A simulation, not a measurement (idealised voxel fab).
Name of the process module below: voxel air gaps
Pictured: cross-section cut, 165 nm wide, on a grid of 5 nm square cells.
In this document a cross-section is written as a grid of square cells. It is given as a series of bands, listed from the top down, and a band is one or more rows of cells. Band: top height; bottom height; in nm. Then, left to right: material with width in nm, for each material. "everywhere": a single material spanning edge to edge. "blank": empty space. For the purposes of this specification, 0 denotes the height below which the wafer in its as-received condition is composed wholly of one material, and the lowermost band, lacking a lower limit, extends downward without end, as expressed in "0 down". Width "30 to 40": first value at the band's top row of cells, second value at its bottom row, equal change from row to row. Key: "no change occurred" - step with no changed cell in the cross-section. So "Sealed internal cavities" is basically the list of trapped voids: any empty space of 8 cells or more that can't reach the top through an opening. They're written width x height at distance, the distance being from the left edge, and it's all nm. That trailing text on a step's line, after the settings, is the simulator's own remark on the step. "overlay nm" on a masked step: distance the mask lay right of its planned place, negative for left.
The process steps that were planned are listed below:
1 RECEIVE [material Si]
2 CONFORMAL_DEP [material SiO2] [thk nm 5]
3 CONFORMAL_DEP [material SiCN] [thk nm 5]
4 DIRECTIONAL_DEP [material SiO2] [thk nm 35]
5 MASKED_ETCH [tone open] [mask id LINES] [width nm 20] [pitch nm 45] [etch materials SiO2] [depth nm 35] [overlay nm 0]
6 CONFORMAL_DEP [material TiN] [thk nm 5]
7 FILL_DEP [material Cu] [thk nm 5]
8 CMP [height nm 55]
9 EPI [material Ru] [thk nm 10]
10 SELECTIVE_ETCH [etch materials SiO2] [depth nm 45]
11 CONFORMAL_DEP [material SiCN] [thk nm 5]
Among the wafers covered here, the point of difference is the thk nm at step 2; their starting state is shared, and the plan presents the value of the first wafer.
The as-received cross-section of the first of several wafers corresponds to the state after step 1:
- 0 down: Si everywhere
- Sealed internal cavities: none
Below, a row for every wafer. Read it as the end-of-module picture: for each material the wafer shows its cells gained (+) or lost (-) since it was received, and then its closed voids:
thk nm 5 | +75 Cu | +66 Ru | +66 SiCN | +180 SiO2 | +75 TiN | Sealed internal cavities: none
thk nm 10 | +42 Cu | +66 Ru | +66 SiCN | +213 SiO2 | +75 TiN | Sealed internal cavities: none
thk nm 15 | +36 Cu | +48 Ru | +136 SiCN | +99 SiO2 | +48 TiN | Sealed internal cavities: 15 x 25 at 50; 15 x 25 at 95
thk nm 20 | +30 Cu | +48 Ru | +130 SiCN | +132 SiO2 | +42 TiN | Sealed internal cavities: 15 x 20 at 50; 15 x 20 at 95
thk nm 25 | +24 Cu | +48 Ru | +124 SiCN | +165 SiO2 | +36 TiN | Sealed internal cavities: 15 x 15 at 50; 15 x 15 at 95
thk nm 30 | +18 Cu | +48 Ru | +118 SiCN | +198 SiO2 | +30 TiN | Sealed internal cavities: none
